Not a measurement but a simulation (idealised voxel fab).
process module | voxel transistor to metal
cross-section cut | 185 nm wide | cells 5 nm
A cross-section is a grid of square cells, given in bands from the top down. A band is one or more rows of cells.
Each band's line starts with the height of the band's top and of its bottom, in nm. Then come its materials from left to right, each with its width in nm. One material with "throughout" fills the band from edge to edge. "air" is empty space.
Height 0 is the level under which the wafer as received is all one material. The lowest band goes on downwards, as in "0 down".
A width such as "30 to 40" changes by the same amount from each row of cells to the next, from the band's top row to its bottom row.
"no change" after a step means that no cell of the cross-section changed.
closed voids: empty space of 8 cells or more with no open way to the top, each as width x height at its distance from the left edge, in nm
after a step's settings: what the simulator itself notes on the step
overlay nm, on a step with a mask: how far to the right of its planned place the mask lay; to the left if negative
plan
1 op RECEIVE | material Si
2 op OXIDIZE | depth nm 5
3 op CONFORMAL_DEP | material SiN | thk nm 10
4 op DIRECTIONAL_DEP | material aC | thk nm 15
5 op PATTERN | tone cover | mask id ACTIVE | material resist | width nm 110 | thk nm 30 | overlay nm 0
6 op DIRECTIONAL_ETCH | etch materials aC | depth nm 15
7 op STRIP | etch materials resist
8 op DIRECTIONAL_ETCH | etch materials SiN | depth nm 10
9 op DIRECTIONAL_ETCH | etch materials SiO2 | depth nm 5
10 op DIRECTIONAL_ETCH | etch materials Si | depth nm 30
11 op STRIP | etch materials aC
12 op FILL_DEP | material SiO2 | thk nm 15
13 op CMP | height nm 10
14 op SELECTIVE_ETCH | etch materials SiO2 | depth nm 10
15 op STRIP | etch materials SiN
16 op SELECTIVE_ETCH | etch materials SiO2 | depth nm 5
17 op OXIDIZE | depth nm 5
18 op DIRECTIONAL_DEP | material polySi | thk nm 20
19 op DIRECTIONAL_DEP | material SiCN | thk nm 10
20 op MASKED_ETCH | tone cover | mask id GATE | width nm 30 | etch materials SiCN | depth nm 20 | overlay nm 0
21 op MASKED_ETCH | tone cover | mask id GATE | width nm 30 | etch materials polySi | depth nm 30 | overlay nm 0
22 op CONFORMAL_DEP | material SiO2 | thk nm 5
23 op DIRECTIONAL_ETCH | etch materials SiO2 | depth nm 5
24 op CONFORMAL_DEP | material SiN | thk nm 5
25 op DIRECTIONAL_ETCH | etch materials SiN | depth nm 5
26 op DIRECTIONAL_ETCH | etch materials SiO2 | depth nm 5
27 op DIRECTIONAL_ETCH | etch materials Si | depth nm 10
28 op EPI | material nSi | thk nm 15
29 op FILL_DEP | material SiO2 | thk nm 5
30 op CMP | height nm 15
31 op STRIP | etch materials polySi
32 op SELECTIVE_ETCH | etch materials SiO2 | depth nm 5
33 op CONFORMAL_DEP | material HfO2 | thk nm 5
34 op CONFORMAL_DEP | material TiN | thk nm 5
35 op FILL_DEP | material W | thk nm 10
36 op CMP | height nm 10
37 op DIRECTIONAL_DEP | material SiO2 | thk nm 10
38 op DIRECTIONAL_DEP | material aC | thk nm 10
39 op PATTERN | tone open | mask id CONTACT | material resist | width nm 15 | pitch nm 75 | thk nm 30 | overlay nm 0
40 op DIRECTIONAL_ETCH | etch materials aC | depth nm 10
41 op STRIP | etch materials resist
42 op DIRECTIONAL_ETCH | etch materials SiO2 | depth nm 25
43 op STRIP | etch materials aC
44 op CONFORMAL_DEP | material TiN | thk nm 5
45 op FILL_DEP | material Ru | thk nm 10
46 op CMP | height nm 20
47 op CONFORMAL_DEP | material SiN | thk nm 5
48 op DIRECTIONAL_DEP | material lowk | thk nm 25
49 op MASKED_ETCH | tone open | mask id METAL_1 | width nm 15 | pitch nm 75 | etch materials lowk | depth nm 25 | overlay nm 0
50 op MASKED_ETCH | tone open | mask id METAL_1 | width nm 15 | pitch nm 75 | etch materials SiN | depth nm 5 | overlay nm 0
51 op CONFORMAL_DEP | material TiN | thk nm 5
52 op FILL_DEP | material Ru | thk nm 10
53 op CMP | height nm 50
54 op EPI | material Ru | thk nm 5
55 op FILL_DEP | material SiCN | thk nm 5
56 op DIRECTIONAL_DEP | material lowk | thk nm 30
57 op PATTERN | tone open | mask id METAL_2 | material resist | width nm 15 | pitch nm 75 | thk nm 15 | overlay nm 0
58 op DIRECTIONAL_ETCH | etch materials lowk | depth nm 20
59 op STRIP | etch materials resist
60 op MASKED_ETCH | tone open | mask id METAL_2_HOLES | width nm 15 | pitch nm 75 | etch materials lowk | depth nm 10 | overlay nm 0
61 op MASKED_ETCH | tone open | mask id METAL_2_HOLES | width nm 15 | pitch nm 75 | etch materials SiCN | depth nm 5 | overlay nm 0
62 op CONFORMAL_DEP | material TiN | thk nm 5
63 op FILL_DEP | material Cu | thk nm 10
64 op CMP | height nm 90
65 op CONFORMAL_DEP | material SiN | thk nm 5
first wafer, as planned
as received, after step 1
  0 down: Si throughout
  closed voids: none
after step 2
  0 to -5: SiO2 throughout
  below -5: unchanged
after step 3
  10 to 0: SiN throughout
  below 0: unchanged
after step 4
  25 to 10: aC throughout
  below 10: unchanged
after step 5
  55 to 25: air 35 | resist 110 | air 40
  below 25: unchanged
after step 6
  40 to 25: air 35 | resist 110 | air 40
  25 to 10: air 35 | aC 110 | air 40
  below 10: unchanged
after step 7
  25 to 10: air 35 | aC 110 | air 40
  below 10: unchanged
after step 8
  25 to 10: air 35 | aC 110 | air 40
  10 to 0: air 35 | SiN 110 | air 40
  below 0: unchanged
after step 9
  25 to 10: air 35 | aC 110 | air 40
  10 to 0: air 35 | SiN 110 | air 40
  0 to -5: air 35 | SiO2 110 | air 40
  below -5: unchanged
after step 10
  25 to 10: air 35 | aC 110 | air 40
  10 to 0: air 35 | SiN 110 | air 40
  0 to -5: air 35 | SiO2 110 | air 40
  -5 to -35: air 35 | Si 110 | air 40
  below -35: unchanged
after step 11
  10 to 0: air 35 | SiN 110 | air 40
  below 0: unchanged
after step 12
  25 to 10: SiO2 throughout
  10 to 0: SiO2 35 | SiN 110 | SiO2 40
  0 to -5: SiO2 throughout
  -5 to -35: SiO2 35 | Si 110 | SiO2 40
  below -35: unchanged
after step 13
  10 to 0: SiO2 35 | SiN 110 | SiO2 40
  below 0: unchanged
after step 14
  10 to 0: air 35 | SiN 110 | air 40
  below 0: unchanged
after step 15
  0 to -5: SiO2 throughout
  below -5: unchanged
after step 16
  -5 to -35: SiO2 35 | Si 110 | SiO2 40
  below -35: unchanged
after step 17
  -5 to -10: SiO2 throughout
  below -10: unchanged
after step 18
  15 to -5: polySi throughout
  below -5: unchanged
after step 19
  25 to 15: SiCN throughout
  below 15: unchanged
after step 20
  25 to 15: air 75 | SiCN 30 | air 80
  below 15: unchanged
after step 21
  25 to 15: air 75 | SiCN 30 | air 80
  15 to -5: air 75 | polySi 30 | air 80
  below -5: unchanged
after step 22
  30 to 25: air 70 | SiO2 40 | air 75
  25 to 15: air 70 | SiO2 5 | SiCN 30 | SiO2 5 | air 75
  15 to 0: air 70 | SiO2 5 | polySi 30 | SiO2 5 | air 75
  0 to -5: SiO2 75 | polySi 30 | SiO2 80
  below -5: unchanged
after step 23
  25 to 15: air 70 | SiO2 5 | SiCN 30 | SiO2 5 | air 75
  15 to -5: air 70 | SiO2 5 | polySi 30 | SiO2 5 | air 75
  below -5: unchanged
after step 24
  30 to 25: air 65 | SiN 50 | air 70
  25 to 15: air 65 | SiN 5 | SiO2 5 | SiCN 30 | SiO2 5 | SiN 5 | air 70
  15 to 0: air 65 | SiN 5 | SiO2 5 | polySi 30 | SiO2 5 | SiN 5 | air 70
  0 to -5: SiN 70 | SiO2 5 | polySi 30 | SiO2 5 | SiN 75
  below -5: unchanged
after step 25
  25 to 15: air 65 | SiN 5 | SiO2 5 | SiCN 30 | SiO2 5 | SiN 5 | air 70
  15 to -5: air 65 | SiN 5 | SiO2 5 | polySi 30 | SiO2 5 | SiN 5 | air 70
  below -5: unchanged
after step 26
  25 to 20: air 65 | SiN 5 | air 5 | SiCN 30 | air 5 | SiN 5 | air 70
  20 to 15: air 65 | SiN 5 | SiO2 5 | SiCN 30 | SiO2 5 | SiN 5 | air 70
  15 to -5: air 65 | SiN 5 | SiO2 5 | polySi 30 | SiO2 5 | SiN 5 | air 70
  -5 to -10: air 65 | SiO2 50 | air 70
  below -10: unchanged
after step 27
  25 to 20: air 65 | SiN 5 | air 5 | SiCN 30 | air 5 | SiN 5 | air 70
  20 to 15: air 65 | SiN 5 | SiO2 5 | SiCN 30 | SiO2 5 | SiN 5 | air 70
  15 to -5: air 65 | SiN 5 | SiO2 5 | polySi 30 | SiO2 5 | SiN 5 | air 70
  -5 to -10: air 65 | SiO2 50 | air 70
  -10 to -20: SiO2 35 | air 30 | Si 50 | air 30 | SiO2 40
  below -20: unchanged
after step 28
  25 to 20: air 65 | SiN 5 | air 5 | SiCN 30 | air 5 | SiN 5 | air 70
  20 to 15: air 65 | SiN 5 | SiO2 5 | SiCN 30 | SiO2 5 | SiN 5 | air 70
  15 to 5: air 65 | SiN 5 | SiO2 5 | polySi 30 | SiO2 5 | SiN 5 | air 70
  5 to -5: air 50 | nSi 15 | SiN 5 | SiO2 5 | polySi 30 | SiO2 5 | SiN 5 | nSi 15 | air 55
  -5 to -10: air 30 | nSi 35 | SiO2 50 | nSi 35 | air 35
  -10 to -20: SiO2 35 | nSi 30 | Si 50 | nSi 30 | SiO2 40
  below -20: unchanged
after step 29
  30 to 25: SiO2 throughout
  25 to 15: SiO2 65 | SiN 5 | SiO2 5 | SiCN 30 | SiO2 5 | SiN 5 | SiO2 70
  15 to 5: SiO2 65 | SiN 5 | SiO2 5 | polySi 30 | SiO2 5 | SiN 5 | SiO2 70
  5 to -5: SiO2 50 | nSi 15 | SiN 5 | SiO2 5 | polySi 30 | SiO2 5 | SiN 5 | nSi 15 | SiO2 55
  -5 to -10: SiO2 30 | nSi 35 | SiO2 50 | nSi 35 | SiO2 35
  below -10: unchanged
after step 30
  15 to 5: SiO2 65 | SiN 5 | SiO2 5 | polySi 30 | SiO2 5 | SiN 5 | SiO2 70
  below 5: unchanged
after step 31
  15 to 5: SiO2 65 | SiN 5 | SiO2 5 | air 30 | SiO2 5 | SiN 5 | SiO2 70
  5 to -5: SiO2 50 | nSi 15 | SiN 5 | SiO2 5 | air 30 | SiO2 5 | SiN 5 | nSi 15 | SiO2 55
  below -5: unchanged
after step 32
  15 to 10: air 65 | SiN 5 | air 40 | SiN 5 | air 70
  10 to 5: SiO2 65 | SiN 5 | air 40 | SiN 5 | SiO2 70
  5 to -5: SiO2 50 | nSi 15 | SiN 5 | air 40 | SiN 5 | nSi 15 | SiO2 55
  -5 to -10: SiO2 30 | nSi 35 | SiO2 5 | air 40 | SiO2 5 | nSi 35 | SiO2 35
  below -10: unchanged
after step 33
  20 to 15: air 60 | HfO2 15 | air 30 | HfO2 15 | air 65
  15 to 10: HfO2 65 | SiN 5 | HfO2 5 | air 30 | HfO2 5 | SiN 5 | HfO2 70
  10 to 5: SiO2 65 | SiN 5 | HfO2 5 | air 30 | HfO2 5 | SiN 5 | SiO2 70
  5 to -5: SiO2 50 | nSi 15 | SiN 5 | HfO2 5 | air 30 | HfO2 5 | SiN 5 | nSi 15 | SiO2 55
  -5 to -10: SiO2 30 | nSi 35 | SiO2 5 | HfO2 40 | SiO2 5 | nSi 35 | SiO2 35
  below -10: unchanged
after step 34
  25 to 20: air 55 | TiN 25 | air 20 | TiN 25 | air 60
  20 to 15: TiN 60 | HfO2 15 | TiN 5 | air 20 | TiN 5 | HfO2 15 | TiN 65
  15 to 10: HfO2 65 | SiN 5 | HfO2 5 | TiN 5 | air 20 | TiN 5 | HfO2 5 | SiN 5 | HfO2 70
  10 to 5: SiO2 65 | SiN 5 | HfO2 5 | TiN 5 | air 20 | TiN 5 | HfO2 5 | SiN 5 | SiO2 70
  5 to 0: SiO2 50 | nSi 15 | SiN 5 | HfO2 5 | TiN 5 | air 20 | TiN 5 | HfO2 5 | SiN 5 | nSi 15 | SiO2 55
  0 to -5: SiO2 50 | nSi 15 | SiN 5 | HfO2 5 | TiN 30 | HfO2 5 | SiN 5 | nSi 15 | SiO2 55
  below -5: unchanged
after step 35
  35 to 25: W throughout
  25 to 20: W 55 | TiN 25 | W 20 | TiN 25 | W 60
  20 to 15: TiN 60 | HfO2 15 | TiN 5 | W 20 | TiN 5 | HfO2 15 | TiN 65
  15 to 10: HfO2 65 | SiN 5 | HfO2 5 | TiN 5 | W 20 | TiN 5 | HfO2 5 | SiN 5 | HfO2 70
  10 to 5: SiO2 65 | SiN 5 | HfO2 5 | TiN 5 | W 20 | TiN 5 | HfO2 5 | SiN 5 | SiO2 70
  5 to 0: SiO2 50 | nSi 15 | SiN 5 | HfO2 5 | TiN 5 | W 20 | TiN 5 | HfO2 5 | SiN 5 | nSi 15 | SiO2 55
  below 0: unchanged
after step 36
  10 to 5: SiO2 65 | SiN 5 | HfO2 5 | TiN 5 | W 20 | TiN 5 | HfO2 5 | SiN 5 | SiO2 70
  below 5: unchanged
after step 37
  20 to 10: SiO2 throughout
  below 10: unchanged
after step 38
  30 to 20: aC throughout
  below 20: unchanged
after step 39
  60 to 30: resist 45 | air 15 | resist 60 | air 15 | resist 50
  below 30: unchanged
after step 40
  50 to 30: resist 45 | air 15 | resist 60 | air 15 | resist 50
  30 to 20: aC 45 | air 15 | aC 60 | air 15 | aC 50
  below 20: unchanged
after step 41
  30 to 20: aC 45 | air 15 | aC 60 | air 15 | aC 50
  below 20: unchanged
after step 42
  30 to 20: aC 45 | air 15 | aC 60 | air 15 | aC 50
  20 to 10: SiO2 45 | air 15 | SiO2 60 | air 15 | SiO2 50
  10 to 5: SiO2 45 | air 15 | SiO2 5 | SiN 5 | HfO2 5 | TiN 5 | W 20 | TiN 5 | HfO2 5 | SiN 5 | SiO2 5 | air 15 | SiO2 50
  5 to 0: SiO2 45 | air 5 | nSi 15 | SiN 5 | HfO2 5 | TiN 5 | W 20 | TiN 5 | HfO2 5 | SiN 5 | nSi 15 | air 5 | SiO2 50
  0 to -5: SiO2 45 | air 5 | nSi 15 | SiN 5 | HfO2 5 | TiN 30 | HfO2 5 | SiN 5 | nSi 15 | air 5 | SiO2 50
  below -5: unchanged
after step 43
  20 to 10: SiO2 45 | air 15 | SiO2 60 | air 15 | SiO2 50
  below 10: unchanged
after step 44
  25 to 20: TiN 50 | air 5 | TiN 70 | air 5 | TiN 55
  20 to 10: SiO2 45 | TiN 5 | air 5 | TiN 5 | SiO2 60 | TiN 5 | air 5 | TiN 5 | SiO2 50
  10 to 5: SiO2 45 | TiN 15 | SiO2 5 | SiN 5 | HfO2 5 | TiN 5 | W 20 | TiN 5 | HfO2 5 | SiN 5 | SiO2 5 | TiN 15 | SiO2 50
  5 to 0: SiO2 45 | TiN 5 | nSi 15 | SiN 5 | HfO2 5 | TiN 5 | W 20 | TiN 5 | HfO2 5 | SiN 5 | nSi 15 | TiN 5 | SiO2 50
  0 to -5: SiO2 45 | TiN 5 | nSi 15 | SiN 5 | HfO2 5 | TiN 30 | HfO2 5 | SiN 5 | nSi 15 | TiN 5 | SiO2 50
  below -5: unchanged
after step 45
  35 to 25: Ru throughout
  25 to 20: TiN 50 | Ru 5 | TiN 70 | Ru 5 | TiN 55
  20 to 10: SiO2 45 | TiN 5 | Ru 5 | TiN 5 | SiO2 60 | TiN 5 | Ru 5 | TiN 5 | SiO2 50
  below 10: unchanged
after step 46
  20 to 10: SiO2 45 | TiN 5 | Ru 5 | TiN 5 | SiO2 60 | TiN 5 | Ru 5 | TiN 5 | SiO2 50
  below 10: unchanged
after step 47
  25 to 20: SiN throughout
  below 20: unchanged
after step 48
  50 to 25: lowk throughout
  below 25: unchanged
after step 49
  50 to 25: lowk 45 | air 15 | lowk 60 | air 15 | lowk 50
  below 25: unchanged
after step 50
  50 to 25: lowk 45 | air 15 | lowk 60 | air 15 | lowk 50
  25 to 20: SiN 45 | air 15 | SiN 60 | air 15 | SiN 50
  below 20: unchanged
after step 51
  55 to 50: TiN 50 | air 5 | TiN 70 | air 5 | TiN 55
  50 to 25: lowk 45 | TiN 5 | air 5 | TiN 5 | lowk 60 | TiN 5 | air 5 | TiN 5 | lowk 50
  25 to 20: SiN 45 | TiN 15 | SiN 60 | TiN 15 | SiN 50
  below 20: unchanged
after step 52
  65 to 55: Ru throughout
  55 to 50: TiN 50 | Ru 5 | TiN 70 | Ru 5 | TiN 55
  50 to 25: lowk 45 | TiN 5 | Ru 5 | TiN 5 | lowk 60 | TiN 5 | Ru 5 | TiN 5 | lowk 50
  below 25: unchanged
after step 53
  50 to 25: lowk 45 | TiN 5 | Ru 5 | TiN 5 | lowk 60 | TiN 5 | Ru 5 | TiN 5 | lowk 50
  below 25: unchanged
after step 54
  55 to 50: air 40 | Ru 25 | air 50 | Ru 25 | air 45
  below 50: unchanged
after step 55
  60 to 55: SiCN throughout
  55 to 50: SiCN 40 | Ru 25 | SiCN 50 | Ru 25 | SiCN 45
  below 50: unchanged
after step 56
  90 to 60: lowk throughout
  below 60: unchanged
after step 57
  105 to 90: resist 45 | air 15 | resist 60 | air 15 | resist 50
  below 90: unchanged
after step 58
  105 to 90: resist 45 | air 15 | resist 60 | air 15 | resist 50
  90 to 70: lowk 45 | air 15 | lowk 60 | air 15 | lowk 50
  below 70: unchanged
after step 59
  90 to 70: lowk 45 | air 15 | lowk 60 | air 15 | lowk 50
  below 70: unchanged
after step 60
  90 to 60: lowk 45 | air 15 | lowk 60 | air 15 | lowk 50
  below 60: unchanged
after step 61
  90 to 60: lowk 45 | air 15 | lowk 60 | air 15 | lowk 50
  60 to 55: SiCN 45 | air 15 | SiCN 60 | air 15 | SiCN 50
  below 55: unchanged
after step 62
  95 to 90: TiN 50 | air 5 | TiN 70 | air 5 | TiN 55
  90 to 60: lowk 45 | TiN 5 | air 5 | TiN 5 | lowk 60 | TiN 5 | air 5 | TiN 5 | lowk 50
  60 to 55: SiCN 45 | TiN 15 | SiCN 60 | TiN 15 | SiCN 50
  below 55: unchanged
after step 63
  105 to 95: Cu throughout
  95 to 90: TiN 50 | Cu 5 | TiN 70 | Cu 5 | TiN 55
  90 to 60: lowk 45 | TiN 5 | Cu 5 | TiN 5 | lowk 60 | TiN 5 | Cu 5 | TiN 5 | lowk 50
  below 60: unchanged
after step 64
  90 to 60: lowk 45 | TiN 5 | Cu 5 | TiN 5 | lowk 60 | TiN 5 | Cu 5 | TiN 5 | lowk 50
  below 60: unchanged
after step 65
  95 to 90: SiN throughout
  below 90: unchanged
second wafer: like start, like plan, one mistake. Through step 48 it matches the first wafer
when step 49 should have ended
  50 to 25: lowk 40 | air 25 | lowk 50 | air 25 | lowk 45
  below 25: unchanged
when step 50 should have ended
  50 to 25: lowk 40 | air 25 | lowk 50 | air 25 | lowk 45
  25 to 20: SiN 45 | air 15 | SiN 60 | air 15 | SiN 50
  below 20: unchanged
when step 51 should have ended
  55 to 50: TiN 45 | air 15 | TiN 60 | air 15 | TiN 50
  50 to 30: lowk 40 | TiN 5 | air 15 | TiN 5 | lowk 50 | TiN 5 | air 15 | TiN 5 | lowk 45
  30 to 25: lowk 40 | TiN 10 | air 5 | TiN 10 | lowk 50 | TiN 10 | air 5 | TiN 10 | lowk 45
  25 to 20: SiN 45 | TiN 15 | SiN 60 | TiN 15 | SiN 50
  below 20: unchanged
when step 52 should have ended
  65 to 55: Ru throughout
  55 to 50: TiN 45 | Ru 15 | TiN 60 | Ru 15 | TiN 50
  50 to 30: lowk 40 | TiN 5 | Ru 15 | TiN 5 | lowk 50 | TiN 5 | Ru 15 | TiN 5 | lowk 45
  30 to 25: lowk 40 | TiN 10 | Ru 5 | TiN 10 | lowk 50 | TiN 10 | Ru 5 | TiN 10 | lowk 45
  below 25: unchanged
when step 53 should have ended
  50 to 30: lowk 40 | TiN 5 | Ru 15 | TiN 5 | lowk 50 | TiN 5 | Ru 15 | TiN 5 | lowk 45
  below 30: unchanged
when step 54 should have ended
  55 to 50: air 35 | Ru 35 | air 40 | Ru 35 | air 40
  below 50: unchanged
when step 55 should have ended
  60 to 55: SiCN throughout
  55 to 50: SiCN 35 | Ru 35 | SiCN 40 | Ru 35 | SiCN 40
  below 50: unchanged
when step 56 should have ended
  90 to 60: lowk throughout
  below 60: unchanged
when step 57 should have ended
  105 to 90: resist 45 | air 15 | resist 60 | air 15 | resist 50
  below 90: unchanged
when step 58 should have ended
  105 to 90: resist 45 | air 15 | resist 60 | air 15 | resist 50
  90 to 70: lowk 45 | air 15 | lowk 60 | air 15 | lowk 50
  below 70: unchanged
when step 59 should have ended
  90 to 70: lowk 45 | air 15 | lowk 60 | air 15 | lowk 50
  below 70: unchanged
when step 60 should have ended
  90 to 60: lowk 45 | air 15 | lowk 60 | air 15 | lowk 50
  below 60: unchanged
when step 61 should have ended
  90 to 60: lowk 45 | air 15 | lowk 60 | air 15 | lowk 50
  60 to 55: SiCN 45 | air 15 | SiCN 60 | air 15 | SiCN 50
  below 55: unchanged
when step 62 should have ended
  95 to 90: TiN 50 | air 5 | TiN 70 | air 5 | TiN 55
  90 to 60: lowk 45 | TiN 5 | air 5 | TiN 5 | lowk 60 | TiN 5 | air 5 | TiN 5 | lowk 50
  60 to 55: SiCN 45 | TiN 15 | SiCN 60 | TiN 15 | SiCN 50
  below 55: unchanged
when step 63 should have ended
  105 to 95: Cu throughout
  95 to 90: TiN 50 | Cu 5 | TiN 70 | Cu 5 | TiN 55
  90 to 60: lowk 45 | TiN 5 | Cu 5 | TiN 5 | lowk 60 | TiN 5 | Cu 5 | TiN 5 | lowk 50
  below 60: unchanged
when step 64 should have ended
  90 to 60: lowk 45 | TiN 5 | Cu 5 | TiN 5 | lowk 60 | TiN 5 | Cu 5 | TiN 5 | lowk 50
  below 60: unchanged
when step 65 should have ended
  95 to 90: SiN throughout
  below 90: unchanged
what went wrong: step 49 ran as: op MASKED_ETCH | tone open | mask id METAL_1 | width nm 25 | pitch nm 75 | etch materials lowk | depth nm 25 | overlay nm 0
at the end the second wafer has, in cells: 20 more of Ru | 4 fewer of SiCN | 4 more of TiN | 20 fewer of lowk
